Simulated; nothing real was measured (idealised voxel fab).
voxel ribs on slabs: a process module
In the cross-section labelled cut, the width is 145 nm and each square cell is 5 nm.
The cross-sections in this document take the form of a grid made of square cells. They are written out as bands, in order from top to bottom. Each band consists of one or more rows of cells. Look at the band entry: it leads with the top's height and the bottom's height in nm. Then it lists the materials left to right, with a width in nm for each. The word "throughout" on a single material says that material fills the band edge to edge. The word "blank" is empty space. Zero point of the height axis is 0; under it, received wafer = one material. Lowest band: continues down indefinitely, "from 0 down". The notation "30..40" denotes a width that varies across the rows of cells in the band, beginning at the first number in the top row, finishing at the second number in the bottom row, and changing by an identical amount from each row to the next. The cross-section has no changed cell in any step marked "no alterations made". Basically, "Fully enclosed voids" tells you about the enclosed voids: empty spaces with no open way to the top, 8 cells or bigger, each written width x height at distance, where distance is from the left edge, all in nm. Step line, after settings: the simulator's comment on this step. overlay nm: where the mask lay relative to plan, measured to the right, on steps with a mask; negatives go left.

# Set out below are the planned steps of the process
- 1: RECEIVE, material Si
- 2: DIRECTIONAL_DEP, material SiO2, thk nm 25
- 3: DIRECTIONAL_DEP, material polySi, thk nm 20
- 4: DIRECTIONAL_DEP, material aC, thk nm 10
- 5: PATTERN, tone cover, mask id RIB, material resist, width nm 20, thk nm 25, overlay nm 0
- 6: DIRECTIONAL_ETCH, etch materials aC, depth nm 10
- 7: STRIP, etch materials resist
- 8: DIRECTIONAL_ETCH, etch materials polySi, depth nm 15
- 9: STRIP, etch materials aC
- 10: DIRECTIONAL_DEP, material aC, thk nm 15
- 11: PATTERN, tone cover, mask id SLAB, material resist, width nm 60, thk nm 30, overlay nm 0
- 12: DIRECTIONAL_ETCH, etch materials aC, depth nm 15
- 13: STRIP, etch materials resist
- 14: DIRECTIONAL_ETCH, etch materials polySi, depth nm 5
- 15: STRIP, etch materials aC
- 16: FILL_DEP, material SiO2, thk nm 20
- 17: CMP, height nm 55
- 18: DIRECTIONAL_DEP, material TiN, thk nm 10
- 19: PATTERN, tone cover, mask id HEATER, material resist, width nm 30, thk nm 20, overlay nm 0
- 20: DIRECTIONAL_ETCH, etch materials TiN, depth nm 10
- 21: STRIP, etch materials resist
- 22: CONFORMAL_DEP, material SiO2, thk nm 10

# Below: the first of two wafers, run as planned

# Cross-section of the wafer upon arrival, representing the state reached after step 1
- from 0 down  Si throughout
- Fully enclosed voids: none

# Cross-section of the wafer subsequent to step 2
- from 25 to 0  SiO2 throughout
- Note: structure below 0 unchanged.

# Cross-section of the wafer subsequent to step 3
- from 45 to 25  polySi throughout
- Note: structure below 25 unchanged.

# Cross-section of the wafer subsequent to step 4
- from 55 to 45  aC throughout
- Note: structure below 45 unchanged.

# Cross-section of the wafer subsequent to step 5
- from 80 to 55  blank (60) / resist (20) / blank (65)
- Note: structure below 55 unchanged.

# Cross-section of the wafer subsequent to step 6
- from 70 to 55  blank (60) / resist (20) / blank (65)
- from 55 to 45  blank (60) / aC (20) / blank (65)
- Note: structure below 45 unchanged.

# Cross-section of the wafer subsequent to step 7
- from 55 to 45  blank (60) / aC (20) / blank (65)
- Note: structure below 45 unchanged.

# Cross-section of the wafer subsequent to step 8
- from 55 to 45  blank (60) / aC (20) / blank (65)
- from 45 to 30  blank (60) / polySi (20) / blank (65)
- Note: structure below 30 unchanged.

# Cross-section of the wafer subsequent to step 9
- from 45 to 30  blank (60) / polySi (20) / blank (65)
- Note: structure below 30 unchanged.

# Cross-section of the wafer subsequent to step 10
- from 60 to 45  blank (60) / aC (20) / blank (65)
- from 45 to 30  aC (60) / polySi (20) / aC (65)
- Note: structure below 30 unchanged.

# Cross-section of the wafer subsequent to step 11
- from 90 to 60  blank (40) / resist (60) / blank (45)
- from 60 to 45  blank (40) / resist (20) / aC (20) / resist (20) / blank (45)
- Note: structure below 45 unchanged.

# Cross-section of the wafer subsequent to step 12
- from 75 to 60  blank (40) / resist (60) / blank (45)
- from 60 to 45  blank (40) / resist (20) / aC (20) / resist (20) / blank (45)
- from 45 to 30  blank (40) / aC (20) / polySi (20) / aC (20) / blank (45)
- Note: structure below 30 unchanged.

# Cross-section of the wafer subsequent to step 13
- from 60 to 45  blank (60) / aC (20) / blank (65)
- Note: structure below 45 unchanged.

# Cross-section of the wafer subsequent to step 14
- from 60 to 45  blank (60) / aC (20) / blank (65)
- from 45 to 30  blank (40) / aC (20) / polySi (20) / aC (20) / blank (45)
- from 30 to 25  blank (40) / polySi (60) / blank (45)
- Note: structure below 25 unchanged.

# Cross-section of the wafer subsequent to step 15
- from 45 to 30  blank (60) / polySi (20) / blank (65)
- Note: structure below 30 unchanged.

# Cross-section of the wafer subsequent to step 16
- from 65 to 45  SiO2 throughout
- from 45 to 30  SiO2 (60) / polySi (20) / SiO2 (65)
- from 30 to 25  SiO2 (40) / polySi (60) / SiO2 (45)
- Note: structure below 25 unchanged.

# Cross-section of the wafer subsequent to step 17
- from 55 to 45  SiO2 throughout
- Note: structure below 45 unchanged.

# Cross-section of the wafer subsequent to step 18
- from 65 to 55  TiN throughout
- Note: structure below 55 unchanged.

# Cross-section of the wafer subsequent to step 19
- from 85 to 65  blank (55) / resist (30) / blank (60)
- Note: structure below 65 unchanged.

# Cross-section of the wafer subsequent to step 20
- from 85 to 65  blank (55) / resist (30) / blank (60)
- from 65 to 55  blank (55) / TiN (30) / blank (60)
- Note: structure below 55 unchanged.

# Cross-section of the wafer subsequent to step 21
- from 65 to 55  blank (55) / TiN (30) / blank (60)
- Note: structure below 55 unchanged.

# Cross-section of the wafer subsequent to step 22
- from 75 to 65  blank (45) / SiO2 (50) / blank (50)
- from 65 to 55  SiO2 (55) / TiN (30) / SiO2 (60)
- Note: structure below 55 unchanged.

# Second wafer, same starting state and plan as the first, one mistake in the run, identical through step 19

# Cross-section of the second wafer corresponding to the planned conclusion of step 20
- from 85 to 65  blank (55) / resist (30) / blank (60)
- from 65 to 60  blank (55) / TiN (30) / blank (60)
- Note: structure below 60 unchanged.

# Cross-section of the second wafer corresponding to the planned conclusion of step 21
- from 65 to 60  blank (55) / TiN (30) / blank (60)
- Note: structure below 60 unchanged.

# Cross-section of the second wafer corresponding to the planned conclusion of step 22
- from 75 to 70  blank (45) / SiO2 (50) / blank (50)
- from 70 to 65  SiO2 throughout
- from 65 to 60  SiO2 (55) / TiN (30) / SiO2 (60)
- Note: structure below 60 unchanged.
Want to know what went wrong? so step 20 ended up running with a different setting than we planned, it ran as DIRECTIONAL_ETCH, etch materials TiN, depth nm 5
Heads up, by the end the second wafer has more or fewer cells of some materials compared to the first: 4 fewer of SiO2, 23 more of TiN
